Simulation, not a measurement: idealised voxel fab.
Process module under the name voxel trench capacitor
255 nm wide, 5 nm square cells: that's cross-section cut.
Heads up, the way a cross-section reads in here is a grid of square cells, handed over as bands from the top down, with every band being one or more rows of cells. Top, bottom (nm), then materials left to right with widths (nm); lone material tagged "edge to edge" fills the whole band edge to edge; "blank" = empty space. Height is counted from the level 0, under which the received wafer is composed throughout of one material. The lowest of the bands is not closed at the bottom but continues downward, in the notation "0 down". Width spec "30->40" -> top row of cells at first value, bottom row at second value, equal per-row change in between. Any step labelled "everything unchanged" changed none of the cells in the cross-section. For the entry "Voids, enclosed", the listed items are empty spaces with no open way to the top whose size is 8 cells or more; each item follows the pattern width x height at distance, where distance is from the left edge and all three are in nm. It should be noted that, on the line of a given step, the content following the step's settings is a remark produced by the simulator itself with respect to that step. overlay nm: how far to the right of its planned place the mask lay on this masked step (negative: to the left).

[Planned step list for the process]
1,RECEIVE [material Si]
2,CONFORMAL_DEP [material SiN] [thk nm 5]
3,PATTERN [tone open] [mask id TRENCH] [material resist] [width nm 25] [pitch nm 50] [thk nm 20] [overlay nm 0]
4,DIRECTIONAL_ETCH [etch materials SiN] [depth nm 5]
5,DIRECTIONAL_ETCH [etch materials Si] [depth nm 30]
6,STRIP [etch materials resist]
7,CONFORMAL_DEP [material HfO2] [thk nm 5]
8,CONFORMAL_DEP [material TiN] [thk nm 5]
9,FILL_DEP [material W] [thk nm 10]
10,CMP [height nm 5]

[Below: the first of two wafers, run as planned]

[As-received wafer cross-section (after step 1)]
    0 down: Si edge to edge
    Voids, enclosed: none

[after step 2]
    5 to 0: SiN edge to edge
    Nothing below the height 0 has changed.

[after step 3]
    25 to 5: resist 65, blank 25, resist 25, blank 25, resist 25, blank 25, resist 65
    Nothing below the height 5 has changed.

[after step 4]
    25 to 5: resist 65, blank 25, resist 25, blank 25, resist 25, blank 25, resist 65
    5 to 0: SiN 65, blank 25, SiN 25, blank 25, SiN 25, blank 25, SiN 65
    Nothing below the height 0 has changed.

[after step 5]
    25 to 5: resist 65, blank 25, resist 25, blank 25, resist 25, blank 25, resist 65
    5 to 0: SiN 65, blank 25, SiN 25, blank 25, SiN 25, blank 25, SiN 65
    0 to -30: Si 65, blank 25, Si 25, blank 25, Si 25, blank 25, Si 65
    Nothing below the height -30 has changed.

[after step 6]
    5 to 0: SiN 65, blank 25, SiN 25, blank 25, SiN 25, blank 25, SiN 65
    Nothing below the height 0 has changed.

[after step 7]
    10 to 5: HfO2 70, blank 15, HfO2 35, blank 15, HfO2 35, blank 15, HfO2 70
    5 to 0: SiN 65, HfO2 5, blank 15, HfO2 5, SiN 25, HfO2 5, blank 15, HfO2 5, SiN 25, HfO2 5, blank 15, HfO2 5, SiN 65
    0 to -25: Si 65, HfO2 5, blank 15, HfO2 5, Si 25, HfO2 5, blank 15, HfO2 5, Si 25, HfO2 5, blank 15, HfO2 5, Si 65
    -25 to -30: Si 65, HfO2 25, Si 25, HfO2 25, Si 25, HfO2 25, Si 65
    Nothing below the height -30 has changed.

[after step 8]
    15 to 10: TiN 75, blank 5, TiN 45, blank 5, TiN 45, blank 5, TiN 75
    10 to 5: HfO2 70, TiN 5, blank 5, TiN 5, HfO2 35, TiN 5, blank 5, TiN 5, HfO2 35, TiN 5, blank 5, TiN 5, HfO2 70
    5 to 0: SiN 65, HfO2 5, TiN 5, blank 5, TiN 5, HfO2 5, SiN 25, HfO2 5, TiN 5, blank 5, TiN 5, HfO2 5, SiN 25, HfO2 5, TiN 5, blank 5, TiN 5, HfO2 5, SiN 65
    0 to -20: Si 65, HfO2 5, TiN 5, blank 5, TiN 5, HfO2 5, Si 25, HfO2 5, TiN 5, blank 5, TiN 5, HfO2 5, Si 25, HfO2 5, TiN 5, blank 5, TiN 5, HfO2 5, Si 65
    -20 to -25: Si 65, HfO2 5, TiN 15, HfO2 5, Si 25, HfO2 5, TiN 15, HfO2 5, Si 25, HfO2 5, TiN 15, HfO2 5, Si 65
    Nothing below the height -25 has changed.

[after step 9]
    25 to 15: W edge to edge
    15 to 10: TiN 75, W 5, TiN 45, W 5, TiN 45, W 5, TiN 75
    10 to 5: HfO2 70, TiN 5, W 5, TiN 5, HfO2 35, TiN 5, W 5, TiN 5, HfO2 35, TiN 5, W 5, TiN 5, HfO2 70
    5 to 0: SiN 65, HfO2 5, TiN 5, W 5, TiN 5, HfO2 5, SiN 25, HfO2 5, TiN 5, W 5, TiN 5, HfO2 5, SiN 25, HfO2 5, TiN 5, W 5, TiN 5, HfO2 5, SiN 65
    0 to -20: Si 65, HfO2 5, TiN 5, W 5, TiN 5, HfO2 5, Si 25, HfO2 5, TiN 5, W 5, TiN 5, HfO2 5, Si 25, HfO2 5, TiN 5, W 5, TiN 5, HfO2 5, Si 65
    Nothing below the height -20 has changed.

[after step 10]
    5 to 0: SiN 65, HfO2 5, TiN 5, W 5, TiN 5, HfO2 5, SiN 25, HfO2 5, TiN 5, W 5, TiN 5, HfO2 5, SiN 25, HfO2 5, TiN 5, W 5, TiN 5, HfO2 5, SiN 65
    Nothing below the height 0 has changed.

[Wafer two. Same start, same plan, one slip in execution. Same as wafer one through step 9, inclusive]

Second wafer, section view, time point: scheduled end of step 10: everything unchanged
Here's what went sideways: the plan's step 10 was left out and never carried out
Final tally in cells, some materials are higher or lower on the second wafer than on the first: HfO2 +42; TiN +54; W +108
